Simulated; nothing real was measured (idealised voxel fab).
Proc. module: voxel fin reveal
Shown is cross-section cut, with a width of 190 nm and square cells of size 5 nm.
Cross-section = grid of square cells, listed top down in bands; band = one or more rows.
Look at the band entry: it leads with the top's height and the bottom's height in nm. Then it lists the materials left to right, with a width in nm for each. The word "everywhere" on a single material says that material fills the band edge to edge. The word "empty" is empty space.
It should be noted that heights are counted from 0, beneath which the wafer as supplied is of one material throughout, and that the lowest band possesses no lower boundary but continues downward, as written in "z 0 and below".
A width given as "30 to 40" starts at the first number in the band's top row and ends at the second number in its bottom row, shifting by an equal amount at every step from row to row.
"nothing changed" -> step changed no cross-section cell.
Closed-off voids of 8+ cells (no open route to the top) go in "Closed void table", written width x height at distance from the left edge, in nm.
It should be noted that, on the line of a given step, the content following the step's settings is a remark produced by the simulator itself with respect to that step.
"overlay nm" on a masked step: distance the mask lay right of its planned place, negative for left.
# Planned step list for the process
- 1: RECEIVE: material Si
- 2: CONFORMAL_DEP: material SiN, thk nm 5
- 3: MASKED_ETCH: tone cover, mask id FINS, width nm 15, pitch nm 40, etch materials SiN, depth nm 5, overlay nm 0
- 4: MASKED_ETCH: tone cover, mask id FINS, width nm 15, pitch nm 40, etch materials Si, depth nm 35, overlay nm 0
- 5: OXIDIZE: depth nm 5
- 6: FILL_DEP: material SiO2, thk nm 15
- 7: CMP: height nm 5
- 8: SELECTIVE_ETCH: etch materials SiO2, depth nm 15
- 9: STRIP: etch materials SiN
# Wafer, first of two, run as planned
# Wafer at receipt (post step 1), cross-section
* z 0 and below | Si everywhere
* Closed void table: none
# Presented here is a cross-section of the wafer after step 2 has been performed
* z 5 to 0 | SiN everywhere
* Unchanged below 0.
# Presented here is a cross-section of the wafer after step 3 has been performed
* z 5 to 0 | empty=25 | SiN=15 | empty=25 | SiN=15 | empty=25 | SiN=15 | empty=25 | SiN=15 | empty=30
* Unchanged below 0.
# Presented here is a cross-section of the wafer after step 4 has been performed
* z 5 to 0 | empty=25 | SiN=15 | empty=25 | SiN=15 | empty=25 | SiN=15 | empty=25 | SiN=15 | empty=30
* z 0 to -35 | empty=25 | Si=15 | empty=25 | Si=15 | empty=25 | Si=15 | empty=25 | Si=15 | empty=30
* Unchanged below -35.
# Presented here is a cross-section of the wafer after step 5 has been performed
* z 5 to 0 | empty=25 | SiN=15 | empty=25 | SiN=15 | empty=25 | SiN=15 | empty=25 | SiN=15 | empty=30
* z 0 to -35 | empty=25 | SiO2=5 | Si=5 | SiO2=5 | empty=25 | SiO2=5 | Si=5 | SiO2=5 | empty=25 | SiO2=5 | Si=5 | SiO2=5 | empty=25 | SiO2=5 | Si=5 | SiO2=5 | empty=30
* z -35 to -40 | SiO2=30 | Si=5 | SiO2=35 | Si=5 | SiO2=35 | Si=5 | SiO2=35 | Si=5 | SiO2=35
* Unchanged below -40.
# Presented here is a cross-section of the wafer after step 6 has been performed
* z 20 to 5 | SiO2 everywhere
* z 5 to 0 | SiO2=25 | SiN=15 | SiO2=25 | SiN=15 | SiO2=25 | SiN=15 | SiO2=25 | SiN=15 | SiO2=30
* z 0 to -40 | SiO2=30 | Si=5 | SiO2=35 | Si=5 | SiO2=35 | Si=5 | SiO2=35 | Si=5 | SiO2=35
* Unchanged below -40.
# Presented here is a cross-section of the wafer after step 7 has been performed
* z 5 to 0 | SiO2=25 | SiN=15 | SiO2=25 | SiN=15 | SiO2=25 | SiN=15 | SiO2=25 | SiN=15 | SiO2=30
* Unchanged below 0.
# Presented here is a cross-section of the wafer after step 8 has been performed
* z 5 to 0 | empty=25 | SiN=15 | empty=25 | SiN=15 | empty=25 | SiN=15 | empty=25 | SiN=15 | empty=30
* z 0 to -10 | empty=30 | Si=5 | empty=35 | Si=5 | empty=35 | Si=5 | empty=35 | Si=5 | empty=35
* Unchanged below -10.
# Presented here is a cross-section of the wafer after step 9 has been performed
* z 0 to -10 | empty=30 | Si=5 | empty=35 | Si=5 | empty=35 | Si=5 | empty=35 | Si=5 | empty=35
* Unchanged below -10.
# Second of two: same start, same plan, one run error; steps up to and including 2 match the first
# Second wafer, cross-section, planned end of step 3
* z 5 to 0 | SiN=25 | empty=15 | SiN=25 | empty=15 | SiN=25 | empty=15 | SiN=25 | empty=15 | SiN=30
* Unchanged below 0.
Second wafer, cross-section, planned end of step 4: nothing changed
# Second wafer, cross-section, planned end of step 5
* z 5 to 0 | SiN=25 | empty=15 | SiN=25 | empty=15 | SiN=25 | empty=15 | SiN=25 | empty=15 | SiN=30
* z 0 to -5 | Si=20 | SiO2=25 | Si=15 | SiO2=25 | Si=15 | SiO2=25 | Si=15 | SiO2=25 | Si=25
* Unchanged below -5.
# Second wafer, cross-section, planned end of step 6
* z 20 to 5 | SiO2 everywhere
* z 5 to 0 | SiN=25 | SiO2=15 | SiN=25 | SiO2=15 | SiN=25 | SiO2=15 | SiN=25 | SiO2=15 | SiN=30
* Unchanged below 0.
# Second wafer, cross-section, planned end of step 7
* z 5 to 0 | SiN=25 | SiO2=15 | SiN=25 | SiO2=15 | SiN=25 | SiO2=15 | SiN=25 | SiO2=15 | SiN=30
* Unchanged below 0.
# Second wafer, cross-section, planned end of step 8
* z 5 to 0 | SiN=25 | empty=15 | SiN=25 | empty=15 | SiN=25 | empty=15 | SiN=25 | empty=15 | SiN=30
* z 0 to -5 | Si=20 | empty=25 | Si=15 | empty=25 | Si=15 | empty=25 | Si=15 | empty=25 | Si=25
* Unchanged below -5.
# Second wafer, cross-section, planned end of step 9
* z 0 to -5 | Si=20 | empty=25 | Si=15 | empty=25 | Si=15 | empty=25 | Si=15 | empty=25 | Si=25
* Unchanged below -5.
Deviation noted in wafer processing: step 3: run off-plan, actual operation and settings MASKED_ETCH: tone open, mask id FINS, width nm 15, pitch nm 40, etch materials SiN, depth nm 5, overlay nm 0
Materials where the second wafer ends with more or fewer cells than the first: +252 Si | -204 SiO2
